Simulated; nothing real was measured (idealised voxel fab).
The process module that follows is named voxel ribs on slabs.
Section shown: cut. Width: 190 nm. Cell size: 5 nm, square.
In what follows, cross-sections appear as grids of square cells, described through bands that run from the top down, where every band is one or more rows of cells. Top height, bottom height, nm. Materials left to right, width each, nm. Single material + "throughout" = fills band edge to edge. "air" = empty. It should be noted that heights are counted from 0, beneath which the wafer as supplied is of one material throughout, and that the lowest band possesses no lower boundary but continues downward, as written in "0 nm and below". Top row gets the first number, bottom row gets the second, and each row in between changes by the same step: that is how a band width like "30 to 40" works. Basically "no change" means that step didn't change any cell in the cross-section. "Enclosed internal voids" - sealed voids, min. 8 cells, no opening to top; format: width x height at distance (distance from left edge; nm throughout). Read whatever lies past the settings on a step's line as the simulator's own remark about the step. A step line may carry the setting "overlay nm", which, for steps involving a mask, states the distance by which the mask lay to the right of its intended position; negative values denote displacement to the left.

-- The steps planned for the process are as follows
1 RECEIVE [material Si]
2 DIRECTIONAL_DEP [material SiO2] [thk nm 20]
3 DIRECTIONAL_DEP [material SiN] [thk nm 20]
4 DIRECTIONAL_DEP [material aC] [thk nm 10]
5 PATTERN [tone cover] [mask id RIB] [material resist] [width nm 30] [thk nm 30] [overlay nm 0]
6 DIRECTIONAL_ETCH [etch materials aC] [depth nm 10]
7 STRIP [etch materials resist]
8 DIRECTIONAL_ETCH [etch materials SiN] [depth nm 10]
9 STRIP [etch materials aC]
10 MASKED_ETCH [tone cover] [mask id SLAB] [width nm 70] [etch materials SiN] [depth nm 10] [overlay nm 0]
11 FILL_DEP [material SiO2] [thk nm 20]
12 CMP [height nm 55]
13 DIRECTIONAL_DEP [material TiN] [thk nm 10]
14 PATTERN [tone cover] [mask id HEATER] [material resist] [width nm 40] [thk nm 20] [overlay nm 0]
15 DIRECTIONAL_ETCH [etch materials TiN] [depth nm 10]
16 STRIP [etch materials resist]
17 CONFORMAL_DEP [material SiN] [thk nm 5]

-- The cross-section here shows the wafer as received, i.e. in its state after step 1
	0 nm and below: Si throughout
	Enclosed internal voids: none

-- What the wafer looks like in cross-section after this module, when it starts as shown above and follows the plan above but one mistake is made in running it
	5 nm to 0 nm: SiN throughout
	0 nm and below: Si throughout
	Enclosed internal voids: none
Want to know what went wrong? rather than as planned, step 16 actually ran as STRIP [etch materials SiO2]
